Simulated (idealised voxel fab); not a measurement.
process module | voxel wiring stack
cross-section cut | 270 nm wide | cells 5 nm
A cross-section is a grid of square cells, given in bands from the top down. A band is one or more rows of cells.
Each band's line starts with the height of the band's top and of its bottom, in nm. Then come its materials from left to right, each with its width in nm. One material with "throughout" fills the band from edge to edge. "air" is empty space.
Height 0 is the level under which the wafer as received is all one material. The lowest band goes on downwards, as in "0 down".
A width such as "30 to 40" changes by the same amount from each row of cells to the next, from the band's top row to its bottom row.
"no change" after a step means that no cell of the cross-section changed.
closed voids: empty space of 8 cells or more with no open way to the top, each as width x height at its distance from the left edge, in nm
after a step's settings: what the simulator itself notes on the step
overlay nm, on a step with a mask: how far to the right of its planned place the mask lay; to the left if negative
plan
1 op RECEIVE | material Si
2 op CONFORMAL_DEP | material SiO2 | thk nm 10
3 op DIRECTIONAL_DEP | material TiN | thk nm 5
4 op DIRECTIONAL_DEP | material W | thk nm 20
5 op MASKED_ETCH | tone cover | mask id METAL_1 | width nm 25 | pitch nm 55 | etch materials W | depth nm 20 | overlay nm 0
6 op MASKED_ETCH | tone cover | mask id METAL_1 | width nm 25 | pitch nm 55 | etch materials TiN | depth nm 5 | overlay nm 0
7 op CONFORMAL_DEP | material SiCN | thk nm 5
8 op FILL_DEP | material SiO2 | thk nm 5
9 op CMP | height nm 35
10 op CONFORMAL_DEP | material SiCN | thk nm 5
11 op DIRECTIONAL_DEP | material lowk | thk nm 15
12 op DIRECTIONAL_DEP | material aC | thk nm 15
13 op PATTERN | tone open | mask id PLUG_1 | material resist | width nm 15 | pitch nm 55 | thk nm 30 | overlay nm 0
14 op DIRECTIONAL_ETCH | etch materials aC | depth nm 15
15 op STRIP | etch materials resist
16 op DIRECTIONAL_ETCH | etch materials lowk | depth nm 15
17 op DIRECTIONAL_ETCH | etch materials SiCN | depth nm 5
18 op STRIP | etch materials aC
19 op CONFORMAL_DEP | material TiN | thk nm 5
20 op FILL_DEP | material Cu | thk nm 10
21 op CMP | height nm 55
22 op DIRECTIONAL_DEP | material TiN | thk nm 5
23 op DIRECTIONAL_DEP | material Ru | thk nm 20
24 op DIRECTIONAL_DEP | material aC | thk nm 15
25 op PATTERN | tone cover | mask id METAL_2 | material resist | width nm 25 | pitch nm 55 | thk nm 35 | overlay nm 0
26 op DIRECTIONAL_ETCH | etch materials aC | depth nm 15
27 op STRIP | etch materials resist
28 op DIRECTIONAL_ETCH | etch materials Ru | depth nm 20
29 op DIRECTIONAL_ETCH | etch materials TiN | depth nm 5
30 op STRIP | etch materials aC
31 op FILL_DEP | material SiO2 | thk nm 5
32 op CMP | height nm 80
33 op CONFORMAL_DEP | material SiCN | thk nm 5
34 op DIRECTIONAL_DEP | material lowk | thk nm 30
35 op PATTERN | tone open | mask id METAL_3 | material resist | width nm 25 | pitch nm 55 | thk nm 20 | overlay nm 0
36 op DIRECTIONAL_ETCH | etch materials lowk | depth nm 15
37 op STRIP | etch materials resist
38 op DIRECTIONAL_DEP | material aC | thk nm 15
39 op PATTERN | tone open | mask id METAL_3_HOLES | material resist | width nm 15 | thk nm 35 | overlay nm 0
40 op DIRECTIONAL_ETCH | etch materials aC | depth nm 15
41 op STRIP | etch materials resist
42 op DIRECTIONAL_ETCH | etch materials lowk | depth nm 15
43 op DIRECTIONAL_ETCH | etch materials SiCN | depth nm 5
44 op STRIP | etch materials aC
45 op CONFORMAL_DEP | material TiN | thk nm 5
46 op FILL_DEP | material Cu | thk nm 10
47 op CMP | height nm 115
48 op CONFORMAL_DEP | material SiN | thk nm 5
as received, after step 1
  0 down: Si throughout
  closed voids: none
a wafer at the end: this start, this plan, one mistake
  120 to 115: SiN throughout
  115 to 105: Cu throughout
  105 to 100: TiN 155 | Cu 15 | TiN 100
  100 to 85: lowk 110 | TiN 10 | lowk 30 | TiN 5 | Cu 15 | TiN 5 | lowk 95
  85 to 80: SiCN 110 | TiN 10 | SiCN 30 | TiN 25 | SiCN 95
  80 to 60: SiO2 95 | Ru 25 | SiO2 30 | Ru 25 | SiO2 95
  60 to 55: SiO2 95 | TiN 25 | SiO2 30 | TiN 25 | SiO2 95
  55 to 40: lowk 95 | TiN 5 | Cu 5 | TiN 5 | lowk 40 | TiN 5 | Cu 5 | TiN 5 | lowk 105
  40 to 35: SiCN 95 | TiN 15 | SiCN 40 | TiN 15 | SiCN 105
  35 to 15: SiO2 90 | SiCN 5 | W 25 | SiCN 5 | SiO2 20 | SiCN 5 | W 25 | SiCN 5 | SiO2 90
  15 to 10: SiCN 95 | TiN 25 | SiCN 30 | TiN 25 | SiCN 95
  10 to 0: SiO2 throughout
  0 down: Si throughout
  closed voids: none
what went wrong: step 39 ran as: op PATTERN | tone cover | mask id METAL_3_HOLES | material resist | width nm 15 | thk nm 35 | overlay nm 0
